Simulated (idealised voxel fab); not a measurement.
This section sets out a process module, namely voxel wiring stack.
The cross-section shown here is cut; it is 215 nm wide and divided into square cells measuring 5 nm on a side.
Bands, listed from the top down, are how a cross-section gets written in this document; the cross-section itself is a grid of square cells, and a band is one or more rows of them. It is stipulated that each band's entry specify, in nanometres, the height of the top of the band and then that of its bottom, followed by the materials of the band in left-to-right sequence, each together with its width in nanometres. A single material marked by the word "everywhere" is understood to fill the band from edge to edge; the word "blank" is understood to denote empty space. Below 0: as-received wafer, all one material; heights counted from there. Lowest band: no bottom, goes on down, written "0 and below". You'd read "30->40" like this: the band's top row of cells is as wide as the first number, its bottom row is as wide as the second, and going down, every row changes width by the same amount as the row before did. You'll sometimes find "same as before" written for a step, and that's the way of saying that nowhere in the cross-section did a cell change during that step. Each empty space that has no open way to the top and spans at least 8 cells appears under "Closed internal voids" as width x height at distance, the distance counted from the left edge, all in nm. On a step's line, text after the settings is the simulator commenting on that step. The line of a step may include "overlay nm". On a step with a mask, this value is how far to the right of its planned place the mask lay. A negative value means the mask lay to the left. Reading guide: pairs of cross-sections, before and after one process step; after view cut off at lowest changed band; step and settings listed under each pair. Pairs may stem from different runs of this module on the same starting wafer; continuity with the pair above only where the "Pre-process" entry states it.
-- Pre-process
> 110 down to 90 | blank: 45, resist: 25, blank: 25, resist: 25, blank: 25, resist: 25, blank: 45
> 90 down to 80 | blank: 35, Ru: 35, blank: 25, resist: 25, blank: 15, Ru: 35, blank: 45
> 80 down to 70 | Ru everywhere
> 70 down to 65 | Ru: 35, TiN: 35, Ru: 65, TiN: 35, Ru: 45
> 65 down to 60 | Ru everywhere
> 60 down to 55 | TiN: 35, Ru: 35, TiN: 65, Ru: 35, TiN: 45
> 55 down to 35 | lowk: 45, Ru: 15, lowk: 85, Ru: 15, lowk: 55
> 35 down to 30 | SiCN: 45, Ru: 15, SiCN: 85, Ru: 15, SiCN: 55
> 30 down to 15 | SiO2: 45, TiN: 5, W: 15, TiN: 5, SiO2: 25, TiN: 5, W: 15, TiN: 5, SiO2: 25, TiN: 5, W: 15, TiN: 5, SiO2: 45
> 15 down to 10 | SiCN: 45, TiN: 25, SiCN: 25, TiN: 25, SiCN: 25, TiN: 25, SiCN: 45
> 10 down to 0 | SiO2 everywhere
> 0 and below | Si everywhere
> Closed internal voids: none
-- Cross-Section Thereafter
> 110 down to 90 | blank: 45, resist: 25, blank: 25, resist: 25, blank: 25, resist: 25, blank: 45
> 90 down to 80 | blank: 45, Ru: 25, blank: 25, resist: 25, blank: 25, Ru: 25, blank: 45
> 80 down to 70 | blank: 45, Ru: 25, blank: 25, Ru: 25, blank: 25, Ru: 25, blank: 45
> 70 down to 65 | blank: 35, TiN: 35, blank: 25, Ru: 25, blank: 15, TiN: 35, blank: 45
> 65 down to 60 | blank: 35, Ru: 35, blank: 25, Ru: 25, blank: 15, Ru: 35, blank: 45
> Heights below 60 show no change.
> Closed internal voids: none
Can you say which step sits between the two cross-sections above? op DIRECTIONAL_ETCH | etch materials Ru | depth nm 20
Pre-process: just use the after drawing of the pair above as your starting point.
-- Cross-Section Thereafter
> 110 down to 90 | blank: 45, resist: 25, blank: 25, resist: 25, blank: 25, resist: 25, blank: 45
> 90 down to 80 | blank: 45, Ru: 25, blank: 25, resist: 25, blank: 25, Ru: 25, blank: 45
> 80 down to 70 | blank: 45, Ru: 25, blank: 25, Ru: 25, blank: 25, Ru: 25, blank: 45
> 70 down to 65 | blank: 45, TiN: 25, blank: 25, Ru: 25, blank: 25, TiN: 25, blank: 45
> 65 down to 60 | blank: 35, Ru: 35, blank: 25, Ru: 25, blank: 15, Ru: 35, blank: 45
> 60 down to 55 | blank: 35, Ru: 35, blank: 25, TiN: 25, blank: 15, Ru: 35, blank: 45
> Heights below 55 show no change.
> Closed internal voids: none
Can you say which step sits between the two cross-sections above? op DIRECTIONAL_ETCH | etch materials TiN | depth nm 5
Pre-process: just use the after drawing of the pair above as your starting point.
-- Cross-Section Thereafter
> 90 down to 80 | blank: 45, Ru: 25, blank: 75, Ru: 25, blank: 45
> Heights below 80 show no change.
> Closed internal voids: none
Can you say which step sits between the two cross-sections above? op STRIP | etch materials resist
Pre-process: just use the after drawing of the pair above as your starting point.
-- Cross-Section Thereafter
> 100 down to 90 | SiO2 everywhere
> 90 down to 80 | SiO2: 45, Ru: 25, SiO2: 75, Ru: 25, SiO2: 45
> 80 down to 70 | SiO2: 45, Ru: 25, SiO2: 25, Ru: 25, SiO2: 25, Ru: 25, SiO2: 45
> 70 down to 65 | SiO2: 45, TiN: 25, SiO2: 25, Ru: 25, SiO2: 25, TiN: 25, SiO2: 45
> 65 down to 60 | SiO2: 35, Ru: 35, SiO2: 25, Ru: 25, SiO2: 15, Ru: 35, SiO2: 45
> 60 down to 55 | SiO2: 35, Ru: 35, SiO2: 25, TiN: 25, SiO2: 15, Ru: 35, SiO2: 45
> Heights below 55 show no change.
> Closed internal voids: none
Can you say which step sits between the two cross-sections above? op FILL_DEP | material SiO2 | thk nm 10
Pre-process: just use the after drawing of the pair above as your starting point.
-- Cross-Section Thereafter
> 80 down to 70 | SiO2: 45, Ru: 25, SiO2: 25, Ru: 25, SiO2: 25, Ru: 25, SiO2: 45
> Heights below 70 show no change.
> Closed internal voids: none
Can you say which step sits between the two cross-sections above? op CMP | height nm 80
Pre-process: just use the after drawing of the pair above as your starting point.
-- Cross-Section Thereafter
> 85 down to 80 | SiCN everywhere
> Heights below 80 show no change.
> Closed internal voids: none
Can you say which step sits between the two cross-sections above? op CONFORMAL_DEP | material SiCN | thk nm 5
Pre-process: just use the after drawing of the pair above as your starting point.
-- Cross-Section Thereafter
> 100 down to 85 | lowk everywhere
> Heights below 85 show no change.
> Closed internal voids: none
Can you say which step sits between the two cross-sections above? op DIRECTIONAL_DEP | material lowk | thk nm 15
Pre-process: just use the after drawing of the pair above as your starting point.
-- Cross-Section Thereafter
> 120 down to 100 | resist: 45, blank: 15, resist: 85, blank: 15, resist: 55
> Heights below 100 show no change.
> Closed internal voids: none
Can you say which step sits between the two cross-sections above? op PATTERN | tone open | mask id PLUG_2 | material resist | width nm 15 | pitch nm 100 | thk nm 20 | overlay nm 0
Pre-process: just use the after drawing of the pair above as your starting point.
-- Cross-Section Thereafter
> 120 down to 100 | resist: 45, blank: 15, resist: 85, blank: 15, resist: 55
> 100 down to 85 | lowk: 45, blank: 15, lowk: 85, blank: 15, lowk: 55
> Heights below 85 show no change.
> Closed internal voids: none
Can you say which step sits between the two cross-sections above? op DIRECTIONAL_ETCH | etch materials lowk | depth nm 15
Pre-process: just use the after drawing of the pair above as your starting point.
-- Cross-Section Thereafter
> 120 down to 100 | resist: 45, blank: 15, resist: 85, blank: 15, resist: 55
> 100 down to 85 | lowk: 45, blank: 15, lowk: 85, blank: 15, lowk: 55
> 85 down to 80 | SiCN: 45, blank: 15, SiCN: 85, blank: 15, SiCN: 55
> Heights below 80 show no change.
> Closed internal voids: none
Can you say which step sits between the two cross-sections above? op DIRECTIONAL_ETCH | etch materials SiCN | depth nm 5
Pre-process: just use the after drawing of the pair above as your starting point.
-- Cross-Section Thereafter
> 100 down to 85 | lowk: 45, blank: 15, lowk: 85, blank: 15, lowk: 55
> Heights below 85 show no change.
> Closed internal voids: none
Can you say which step sits between the two cross-sections above? op STRIP | etch materials resist
Pre-process: just use the after drawing of the pair above as your starting point.
-- Cross-Section Thereafter
> 105 down to 100 | TiN: 50, blank: 5, TiN: 95, blank: 5, TiN: 60
> 100 down to 85 | lowk: 45, TiN: 5, blank: 5, TiN: 5, lowk: 85, TiN: 5, blank: 5, TiN: 5, lowk: 55
> 85 down to 80 | SiCN: 45, TiN: 15, SiCN: 85, TiN: 15, SiCN: 55
> Heights below 80 show no change.
> Closed internal voids: none
Can you say which step sits between the two cross-sections above? op CONFORMAL_DEP | material TiN | thk nm 5
Pre-process: just use the after drawing of the pair above as your starting point.
-- Cross-Section Thereafter
> 110 down to 105 | Cu everywhere
> 105 down to 100 | TiN: 50, Cu: 5, TiN: 95, Cu: 5, TiN: 60
> 100 down to 85 | lowk: 45, TiN: 5, Cu: 5, TiN: 5, lowk: 85, TiN: 5, Cu: 5, TiN: 5, lowk: 55
> Heights below 85 show no change.
> Closed internal voids: none
Can you say which step sits between the two cross-sections above? op FILL_DEP | material Cu | thk nm 5
Pre-process: just use the after drawing of the pair above as your starting point.
-- Cross-Section Thereafter
> 100 down to 85 | lowk: 45, TiN: 5, Cu: 5, TiN: 5, lowk: 85, TiN: 5, Cu: 5, TiN: 5, lowk: 55
> Heights below 85 show no change.
> Closed internal voids: none
Can you say which step sits between the two cross-sections above? op CMP | height nm 100
Pre-process: just use the after drawing of the pair above as your starting point.
-- Cross-Section Thereafter
> 105 down to 100 | TiN everywhere
> Heights below 100 show no change.
> Closed internal voids: none
Can you say which step sits between the two cross-sections above? op DIRECTIONAL_DEP | material TiN | thk nm 5
Pre-process: just use the after drawing of the pair above as your starting point.
-- Cross-Section Thereafter
> 120 down to 105 | Ru everywhere
> Heights below 105 show no change.
> Closed internal voids: none
Can you say which step sits between the two cross-sections above? op DIRECTIONAL_DEP | material Ru | thk nm 15
Pre-process: just use the after drawing of the pair above as your starting point.
-- Cross-Section Thereafter
> 120 down to 105 | blank: 45, Ru: 25, blank: 25, Ru: 25, blank: 25, Ru: 25, blank: 45
> Heights below 105 show no change.
> Closed internal voids: none
Can you say which step sits between the two cross-sections above? op MASKED_ETCH | tone cover | mask id METAL_3 | width nm 25 | pitch nm 50 | etch materials Ru | depth nm 15 | overlay nm 0
Pre-process: just use the after drawing of the pair above as your starting point.
-- Cross-Section Thereafter
> 120 down to 105 | blank: 45, Ru: 25, blank: 25, Ru: 25, blank: 25, Ru: 25, blank: 45
> 105 down to 100 | blank: 45, TiN: 25, blank: 25, TiN: 25, blank: 25, TiN: 25, blank: 45
> Heights below 100 show no change.
> Closed internal voids: none
Can you say which step sits between the two cross-sections above? op MASKED_ETCH | tone cover | mask id METAL_3 | width nm 25 | pitch nm 50 | etch materials TiN | depth nm 5 | overlay nm 0
Pre-process: just use the after drawing of the pair above as your starting point.
-- Cross-Section Thereafter
> 130 down to 120 | SiO2 everywhere
> 120 down to 105 | SiO2: 45, Ru: 25, SiO2: 25, Ru: 25, SiO2: 25, Ru: 25, SiO2: 45
> 105 down to 100 | SiO2: 45, TiN: 25, SiO2: 25, TiN: 25, SiO2: 25, TiN: 25, SiO2: 45
> Heights below 100 show no change.
> Closed internal voids: none
Can you say which step sits between the two cross-sections above? op FILL_DEP | material SiO2 | thk nm 10
Pre-process: just use the after drawing of the pair above as your starting point.
-- Cross-Section Thereafter
> 120 down to 105 | SiO2: 45, Ru: 25, SiO2: 25, Ru: 25, SiO2: 25, Ru: 25, SiO2: 45
> Heights below 105 show no change.
> Closed internal voids: none
Can you say which step sits between the two cross-sections above? op CMP | height nm 120
Pre-process: just use the after drawing of the pair above as your starting point.
-- Cross-Section Thereafter
> 125 down to 120 | SiN everywhere
> Heights below 120 show no change.
> Closed internal voids: none
Can you say which step sits between the two cross-sections above? op CONFORMAL_DEP | material SiN | thk nm 5
-- Pre-process
> 55 down to 35 | lowk: 45, Ru: 15, lowk: 85, Ru: 15, lowk: 55
> 35 down to 30 | SiCN: 45, Ru: 15, SiCN: 85, Ru: 15, SiCN: 55
> 30 down to 15 | SiO2: 45, TiN: 5, W: 15, TiN: 5, SiO2: 25, TiN: 5, W: 15, TiN: 5, SiO2: 25, TiN: 5, W: 15, TiN: 5, SiO2: 45
> 15 down to 10 | SiCN: 45, TiN: 25, SiCN: 25, TiN: 25, SiCN: 25, TiN: 25, SiCN: 45
> 10 down to 0 | SiO2 everywhere
> 0 and below | Si everywhere
> Closed internal voids: none
-- Cross-Section Thereafter
> 75 down to 55 | Ru everywhere
> Heights below 55 show no change.
> Closed internal voids: none
Can you say which step sits between the two cross-sections above? op DIRECTIONAL_DEP | material Ru | thk nm 20
Pre-process: just use the after drawing of the pair above as your starting point.
-- Cross-Section Thereafter
> 80 down to 75 | TiN everywhere
> Heights below 75 show no change.
> Closed internal voids: none
Can you say which step sits between the two cross-sections above? op DIRECTIONAL_DEP | material TiN | thk nm 5
Pre-process: just use the after drawing of the pair above as your starting point.
-- Cross-Section Thereafter
> 100 down to 80 | blank: 45, resist: 25, blank: 25, resist: 25, blank: 25, resist: 25, blank: 45
> Heights below 80 show no change.
> Closed internal voids: none
Can you say which step sits between the two cross-sections above? op PATTERN | tone cover | mask id METAL_2 | material resist | width nm 25 | pitch nm 50 | thk nm 20 | overlay nm 0
Pre-process: just use the after drawing of the pair above as your starting point.
-- Cross-Section Thereafter
> 100 down to 80 | blank: 45, resist: 25, blank: 25, resist: 25, blank: 25, resist: 25, blank: 45
> 80 down to 75 | blank: 45, TiN: 25, blank: 25, TiN: 25, blank: 25, TiN: 25, blank: 45
> Heights below 75 show no change.
> Closed internal voids: none
Can you say which step sits between the two cross-sections above? op DIRECTIONAL_ETCH | etch materials TiN | depth nm 5
Pre-process: just use the after drawing of the pair above as your starting point.
-- Cross-Section Thereafter
> 80 down to 75 | blank: 45, TiN: 25, blank: 25, TiN: 25, blank: 25, TiN: 25, blank: 45
> Heights below 75 show no change.
> Closed internal voids: none
Can you say which step sits between the two cross-sections above? op STRIP | etch materials resist
Pre-process: just use the after drawing of the pair above as your starting point.
-- Cross-Section Thereafter
> 90 down to 80 | SiO2 everywhere
> 80 down to 75 | SiO2: 45, TiN: 25, SiO2: 25, TiN: 25, SiO2: 25, TiN: 25, SiO2: 45
> Heights below 75 show no change.
> Closed internal voids: none
Can you say which step sits between the two cross-sections above? op FILL_DEP | material SiO2 | thk nm 10
Pre-process: just use the after drawing of the pair above as your starting point.
-- Cross-Section Thereafter
> 80 down to 75 | SiO2: 45, TiN: 25, SiO2: 25, TiN: 25, SiO2: 25, TiN: 25, SiO2: 45
> Heights below 75 show no change.
> Closed internal voids: none
Can you say which step sits between the two cross-sections above? op CMP | height nm 80
Pre-process: just use the after drawing of the pair above as your starting point.
-- Cross-Section Thereafter
> 85 down to 80 | SiCN everywhere
> Heights below 80 show no change.
> Closed internal voids: none
Can you say which step sits between the two cross-sections above? op CONFORMAL_DEP | material SiCN | thk nm 5
Pre-process: just use the after drawing of the pair above as your starting point.
-- Cross-Section Thereafter
> 100 down to 85 | lowk everywhere
> Heights below 85 show no change.
> Closed internal voids: none
Can you say which step sits between the two cross-sections above? op DIRECTIONAL_DEP | material lowk | thk nm 15
Pre-process: just use the after drawing of the pair above as your starting point.
-- Cross-Section Thereafter
> 120 down to 100 | resist: 45, blank: 15, resist: 85, blank: 15, resist: 55
> Heights below 100 show no change.
> Closed internal voids: none
Can you say which step sits between the two cross-sections above? op PATTERN | tone open | mask id PLUG_2 | material resist | width nm 15 | pitch nm 100 | thk nm 20 | overlay nm 0
Pre-process: just use the after drawing of the pair above as your starting point.
-- Cross-Section Thereafter
> 120 down to 100 | resist: 45, blank: 15, resist: 85, blank: 15, resist: 55
> 100 down to 85 | lowk: 45, blank: 15, lowk: 85, blank: 15, lowk: 55
> Heights below 85 show no change.
> Closed internal voids: none
Can you say which step sits between the two cross-sections above? op DIRECTIONAL_ETCH | etch materials lowk | depth nm 15
Pre-process: just use the after drawing of the pair above as your starting point.
-- Cross-Section Thereafter
> 120 down to 100 | resist: 45, blank: 15, resist: 85, blank: 15, resist: 55
> 100 down to 85 | lowk: 45, blank: 15, lowk: 85, blank: 15, lowk: 55
> 85 down to 80 | SiCN: 45, blank: 15, SiCN: 85, blank: 15, SiCN: 55
> Heights below 80 show no change.
> Closed internal voids: none
Can you say which step sits between the two cross-sections above? op DIRECTIONAL_ETCH | etch materials SiCN | depth nm 5
Pre-process: just use the after drawing of the pair above as your starting point.
-- Cross-Section Thereafter
> 100 down to 85 | lowk: 45, blank: 15, lowk: 85, blank: 15, lowk: 55
> Heights below 85 show no change.
> Closed internal voids: none
Can you say which step sits between the two cross-sections above? op STRIP | etch materials resist
Pre-process: just use the after drawing of the pair above as your starting point.
-- Cross-Section Thereafter
> 105 down to 100 | TiN: 50, blank: 5, TiN: 95, blank: 5, TiN: 60
> 100 down to 85 | lowk: 45, TiN: 5, blank: 5, TiN: 5, lowk: 85, TiN: 5, blank: 5, TiN: 5, lowk: 55
> 85 down to 80 | SiCN: 45, TiN: 15, SiCN: 85, TiN: 15, SiCN: 55
> Heights below 80 show no change.
> Closed internal voids: none
Can you say which step sits between the two cross-sections above? op CONFORMAL_DEP | material TiN | thk nm 5
Pre-process: just use the after drawing of the pair above as your starting point.
-- Cross-Section Thereafter
> 110 down to 105 | Cu everywhere
> 105 down to 100 | TiN: 50, Cu: 5, TiN: 95, Cu: 5, TiN: 60
> 100 down to 85 | lowk: 45, TiN: 5, Cu: 5, TiN: 5, lowk: 85, TiN: 5, Cu: 5, TiN: 5, lowk: 55
> Heights below 85 show no change.
> Closed internal voids: none
Can you say which step sits between the two cross-sections above? op FILL_DEP | material Cu | thk nm 5
Pre-process: just use the after drawing of the pair above as your starting point.
-- Cross-Section Thereafter
> 100 down to 85 | lowk: 45, TiN: 5, Cu: 5, TiN: 5, lowk: 85, TiN: 5, Cu: 5, TiN: 5, lowk: 55
> Heights below 85 show no change.
> Closed internal voids: none
Can you say which step sits between the two cross-sections above? op CMP | height nm 100
Pre-process: just use the after drawing of the pair above as your starting point.
-- Cross-Section Thereafter
> 105 down to 100 | TiN everywhere
> Heights below 100 show no change.
> Closed internal voids: none
Can you say which step sits between the two cross-sections above? op DIRECTIONAL_DEP | material TiN | thk nm 5
Pre-process: just use the after drawing of the pair above as your starting point.
-- Cross-Section Thereafter
> 120 down to 105 | Ru everywhere
> Heights below 105 show no change.
> Closed internal voids: none
Can you say which step sits between the two cross-sections above? op DIRECTIONAL_DEP | material Ru | thk nm 15
Pre-process: just use the after drawing of the pair above as your starting point.
-- Cross-Section Thereafter
> 120 down to 105 | blank: 45, Ru: 25, blank: 25, Ru: 25, blank: 25, Ru: 25, blank: 45
> Heights below 105 show no change.
> Closed internal voids: none
Can you say which step sits between the two cross-sections above? op MASKED_ETCH | tone cover | mask id METAL_3 | width nm 25 | pitch nm 50 | etch materials Ru | depth nm 15 | overlay nm 0
Pre-process: just use the after drawing of the pair above as your starting point.
-- Cross-Section Thereafter
> 120 down to 105 | blank: 45, Ru: 25, blank: 25, Ru: 25, blank: 25, Ru: 25, blank: 45
> 105 down to 100 | blank: 45, TiN: 25, blank: 25, TiN: 25, blank: 25, TiN: 25, blank: 45
> Heights below 100 show no change.
> Closed internal voids: none
Can you say which step sits between the two cross-sections above? op MASKED_ETCH | tone cover | mask id METAL_3 | width nm 25 | pitch nm 50 | etch materials TiN | depth nm 5 | overlay nm 0
Pre-process: just use the after drawing of the pair above as your starting point.
-- Cross-Section Thereafter
> 130 down to 120 | SiO2 everywhere
> 120 down to 105 | SiO2: 45, Ru: 25, SiO2: 25, Ru: 25, SiO2: 25, Ru: 25, SiO2: 45
> 105 down to 100 | SiO2: 45, TiN: 25, SiO2: 25, TiN: 25, SiO2: 25, TiN: 25, SiO2: 45
> Heights below 100 show no change.
> Closed internal voids: none
Can you say which step sits between the two cross-sections above? op FILL_DEP | material SiO2 | thk nm 10
Pre-process: just use the after drawing of the pair above as your starting point.
-- Cross-Section Thereafter
> 120 down to 105 | SiO2: 45, Ru: 25, SiO2: 25, Ru: 25, SiO2: 25, Ru: 25, SiO2: 45
> Heights below 105 show no change.
> Closed internal voids: none
Can you say which step sits between the two cross-sections above? op CMP | height nm 120
Pre-process: just use the after drawing of the pair above as your starting point.
-- Cross-Section Thereafter
> 125 down to 120 | SiN everywhere
> Heights below 120 show no change.
> Closed internal voids: none
Can you say which step sits between the two cross-sections above? op CONFORMAL_DEP | material SiN | thk nm 5
-- Pre-process
> 30 down to 15 | SiO2: 45, TiN: 5, W: 15, TiN: 5, SiO2: 25, TiN: 5, W: 15, TiN: 5, SiO2: 25, TiN: 5, W: 15, TiN: 5, SiO2: 45
> 15 down to 10 | SiCN: 45, TiN: 25, SiCN: 25, TiN: 25, SiCN: 25, TiN: 25, SiCN: 45
> 10 down to 0 | SiO2 everywhere
> 0 and below | Si everywhere
> Closed internal voids: none
-- Cross-Section Thereafter
> 45 down to 30 | SiCN everywhere
> Heights below 30 show no change.
> Closed internal voids: none
Can you say which step sits between the two cross-sections above? op CONFORMAL_DEP | material SiCN | thk nm 15
Pre-process: just use the after drawing of the pair above as your starting point.
-- Cross-Section Thereafter
> 65 down to 45 | lowk everywhere
> Heights below 45 show no change.
> Closed internal voids: none
Can you say which step sits between the two cross-sections above? op DIRECTIONAL_DEP | material lowk | thk nm 20
Pre-process: just use the after drawing of the pair above as your starting point.
-- Cross-Section Thereafter
> 80 down to 65 | resist: 45, blank: 15, resist: 85, blank: 15, resist: 55
> Heights below 65 show no change.
> Closed internal voids: none
Can you say which step sits between the two cross-sections above? op PATTERN | tone open | mask id PLUG_1 | material resist | width nm 15 | pitch nm 100 | thk nm 15 | overlay nm 0
Pre-process: just use the after drawing of the pair above as your starting point.
-- Cross-Section Thereafter
> 80 down to 65 | resist: 45, blank: 15, resist: 85, blank: 15, resist: 55
> 65 down to 45 | lowk: 45, blank: 15, lowk: 85, blank: 15, lowk: 55
> Heights below 45 show no change.
> Closed internal voids: none
Can you say which step sits between the two cross-sections above? op DIRECTIONAL_ETCH | etch materials lowk | depth nm 20
Pre-process: just use the after drawing of the pair above as your starting point.
-- Cross-Section Thereafter
> 80 down to 65 | resist: 45, blank: 15, resist: 85, blank: 15, resist: 55
> 65 down to 45 | lowk: 45, blank: 15, lowk: 85, blank: 15, lowk: 55
> 45 down to 40 | SiCN: 45, blank: 15, SiCN: 85, blank: 15, SiCN: 55
> Heights below 40 show no change.
> Closed internal voids: none
Can you say which step sits between the two cross-sections above? op DIRECTIONAL_ETCH | etch materials SiCN | depth nm 5
Pre-process: just use the after drawing of the pair above as your starting point.
-- Cross-Section Thereafter
> 65 down to 45 | lowk: 45, blank: 15, lowk: 85, blank: 15, lowk: 55
> Heights below 45 show no change.
> Closed internal voids: none
Can you say which step sits between the two cross-sections above? op STRIP | etch materials resist
Pre-process: just use the after drawing of the pair above as your starting point.
-- Cross-Section Thereafter
> 70 down to 65 | TiN: 45, blank: 15, TiN: 85, blank: 15, TiN: 55
> 65 down to 45 | lowk: 45, blank: 15, lowk: 85, blank: 15, lowk: 55
> 45 down to 40 | SiCN: 45, TiN: 15, SiCN: 85, TiN: 15, SiCN: 55
> Heights below 40 show no change.
> Closed internal voids: none
Can you say which step sits between the two cross-sections above? op DIRECTIONAL_DEP | material TiN | thk nm 5
Pre-process: just use the after drawing of the pair above as your starting point.
-- Cross-Section Thereafter
> 90 down to 70 | Ru: 45, blank: 15, Ru: 85, blank: 15, Ru: 55
> 70 down to 65 | TiN: 45, blank: 15, TiN: 85, blank: 15, TiN: 55
> 65 down to 45 | lowk: 45, Ru: 15, lowk: 85, Ru: 15, lowk: 55
> Heights below 45 show no change.
> Closed internal voids: none
Can you say which step sits between the two cross-sections above? op DIRECTIONAL_DEP | material Ru | thk nm 20
Pre-process: just use the after drawing of the pair above as your starting point.
-- Cross-Section Thereafter
> 110 down to 90 | blank: 45, resist: 25, blank: 25, resist: 25, blank: 25, resist: 25, blank: 45
> 90 down to 70 | Ru: 45, resist: 15, Ru: 85, resist: 15, Ru: 55
> 70 down to 65 | TiN: 45, resist: 15, TiN: 85, resist: 15, TiN: 55
> Heights below 65 show no change.
> Closed internal voids: none
Can you say which step sits between the two cross-sections above? op PATTERN | tone cover | mask id METAL_2 | material resist | width nm 25 | pitch nm 50 | thk nm 20 | overlay nm 0
Pre-process: just use the after drawing of the pair above as your starting point.
-- Cross-Section Thereafter
> 110 down to 90 | blank: 45, resist: 25, blank: 25, resist: 25, blank: 25, resist: 25, blank: 45
> 90 down to 70 | blank: 45, resist: 15, Ru: 10, blank: 25, Ru: 25, blank: 25, resist: 15, Ru: 10, blank: 45
> Heights below 70 show no change.
> Closed internal voids: none
Can you say which step sits between the two cross-sections above? op DIRECTIONAL_ETCH | etch materials Ru | depth nm 20
Pre-process: just use the after drawing of the pair above as your starting point.
-- Cross-Section Thereafter
> 110 down to 90 | blank: 45, resist: 25, blank: 25, resist: 25, blank: 25, resist: 25, blank: 45
> 90 down to 70 | blank: 45, resist: 15, Ru: 10, blank: 25, Ru: 25, blank: 25, resist: 15, Ru: 10, blank: 45
> 70 down to 65 | blank: 45, resist: 15, TiN: 10, blank: 25, TiN: 25, blank: 25, resist: 15, TiN: 10, blank: 45
> Heights below 65 show no change.
> Closed internal voids: none
Can you say which step sits between the two cross-sections above? op DIRECTIONAL_ETCH | etch materials TiN | depth nm 5
Pre-process: just use the after drawing of the pair above as your starting point.
-- Cross-Section Thereafter
> 90 down to 70 | blank: 60, Ru: 10, blank: 25, Ru: 25, blank: 40, Ru: 10, blank: 45
> 70 down to 65 | blank: 60, TiN: 10, blank: 25, TiN: 25, blank: 40, TiN: 10, blank: 45
> Heights below 65 show no change.
> Closed internal voids: none
Can you say which step sits between the two cross-sections above? op STRIP | etch materials resist
Pre-process: just use the after drawing of the pair above as your starting point.
-- Cross-Section Thereafter
> 100 down to 90 | SiO2 everywhere
> 90 down to 70 | SiO2: 60, Ru: 10, SiO2: 25, Ru: 25, SiO2: 40, Ru: 10, SiO2: 45
> 70 down to 65 | SiO2: 60, TiN: 10, SiO2: 25, TiN: 25, SiO2: 40, TiN: 10, SiO2: 45
> Heights below 65 show no change.
> Closed internal voids: none
Can you say which step sits between the two cross-sections above? op FILL_DEP | material SiO2 | thk nm 10
Pre-process: just use the after drawing of the pair above as your starting point.
-- Cross-Section Thereafter
> 80 down to 70 | SiO2: 60, Ru: 10, SiO2: 25, Ru: 25, SiO2: 40, Ru: 10, SiO2: 45
> Heights below 70 show no change.
> Closed internal voids: none
Can you say which step sits between the two cross-sections above? op CMP | height nm 80
Pre-process: just use the after drawing of the pair above as your starting point.
-- Cross-Section Thereafter
> 85 down to 80 | SiCN everywhere
> Heights below 80 show no change.
> Closed internal voids: none
Can you say which step sits between the two cross-sections above? op CONFORMAL_DEP | material SiCN | thk nm 5
Pre-process: just use the after drawing of the pair above as your starting point.
-- Cross-Section Thereafter
> 100 down to 85 | lowk everywhere
> Heights below 85 show no change.
> Closed internal voids: none
Can you say which step sits between the two cross-sections above? op DIRECTIONAL_DEP | material lowk | thk nm 15
Pre-process: just use the after drawing of the pair above as your starting point.
-- Cross-Section Thereafter
> 120 down to 100 | resist: 45, blank: 15, resist: 85, blank: 15, resist: 55
> Heights below 100 show no change.
> Closed internal voids: none
Can you say which step sits between the two cross-sections above? op PATTERN | tone open | mask id PLUG_2 | material resist | width nm 15 | pitch nm 100 | thk nm 20 | overlay nm 0
Pre-process: just use the after drawing of the pair above as your starting point.
-- Cross-Section Thereafter
> 120 down to 100 | resist: 45, blank: 15, resist: 85, blank: 15, resist: 55
> 100 down to 85 | lowk: 45, blank: 15, lowk: 85, blank: 15, lowk: 55
> Heights below 85 show no change.
> Closed internal voids: none
Can you say which step sits between the two cross-sections above? op DIRECTIONAL_ETCH | etch materials lowk | depth nm 15
Pre-process: just use the after drawing of the pair above as your starting point.
-- Cross-Section Thereafter
> 120 down to 100 | resist: 45, blank: 15, resist: 85, blank: 15, resist: 55
> 100 down to 85 | lowk: 45, blank: 15, lowk: 85, blank: 15, lowk: 55
> 85 down to 80 | SiCN: 45, blank: 15, SiCN: 85, blank: 15, SiCN: 55
> Heights below 80 show no change.
> Closed internal voids: none
Can you say which step sits between the two cross-sections above? op DIRECTIONAL_ETCH | etch materials SiCN | depth nm 5
Pre-process: just use the after drawing of the pair above as your starting point.
-- Cross-Section Thereafter
> 100 down to 85 | lowk: 45, blank: 15, lowk: 85, blank: 15, lowk: 55
> Heights below 85 show no change.
> Closed internal voids: none
Can you say which step sits between the two cross-sections above? op STRIP | etch materials resist
Pre-process: just use the after drawing of the pair above as your starting point.
-- Cross-Section Thereafter
> 105 down to 100 | TiN: 50, blank: 5, TiN: 95, blank: 5, TiN: 60
> 100 down to 85 | lowk: 45, TiN: 5, blank: 5, TiN: 5, lowk: 85, TiN: 5, blank: 5, TiN: 5, lowk: 55
> 85 down to 80 | SiCN: 45, TiN: 15, SiCN: 85, TiN: 15, SiCN: 55
> Heights below 80 show no change.
> Closed internal voids: none
Can you say which step sits between the two cross-sections above? op CONFORMAL_DEP | material TiN | thk nm 5
Pre-process: just use the after drawing of the pair above as your starting point.
-- Cross-Section Thereafter
> 110 down to 105 | Cu everywhere
> 105 down to 100 | TiN: 50, Cu: 5, TiN: 95, Cu: 5, TiN: 60
> 100 down to 85 | lowk: 45, TiN: 5, Cu: 5, TiN: 5, lowk: 85, TiN: 5, Cu: 5, TiN: 5, lowk: 55
> Heights below 85 show no change.
> Closed internal voids: none
Can you say which step sits between the two cross-sections above? op FILL_DEP | material Cu | thk nm 5
Pre-process: just use the after drawing of the pair above as your starting point.
-- Cross-Section Thereafter
> 100 down to 85 | lowk: 45, TiN: 5, Cu: 5, TiN: 5, lowk: 85, TiN: 5, Cu: 5, TiN: 5, lowk: 55
> Heights below 85 show no change.
> Closed internal voids: none
Can you say which step sits between the two cross-sections above? op CMP | height nm 100
Pre-process: just use the after drawing of the pair above as your starting point.
-- Cross-Section Thereafter
> 105 down to 100 | TiN everywhere
> Heights below 100 show no change.
> Closed internal voids: none
Can you say which step sits between the two cross-sections above? op DIRECTIONAL_DEP | material TiN | thk nm 5
Pre-process: just use the after drawing of the pair above as your starting point.
-- Cross-Section Thereafter
> 120 down to 105 | Ru everywhere
> Heights below 105 show no change.
> Closed internal voids: none
Can you say which step sits between the two cross-sections above? op DIRECTIONAL_DEP | material Ru | thk nm 15
Pre-process: just use the after drawing of the pair above as your starting point.
-- Cross-Section Thereafter
> 120 down to 105 | blank: 45, Ru: 25, blank: 25, Ru: 25, blank: 25, Ru: 25, blank: 45
> Heights below 105 show no change.
> Closed internal voids: none
Can you say which step sits between the two cross-sections above? op MASKED_ETCH | tone cover | mask id METAL_3 | width nm 25 | pitch nm 50 | etch materials Ru | depth nm 15 | overlay nm 0
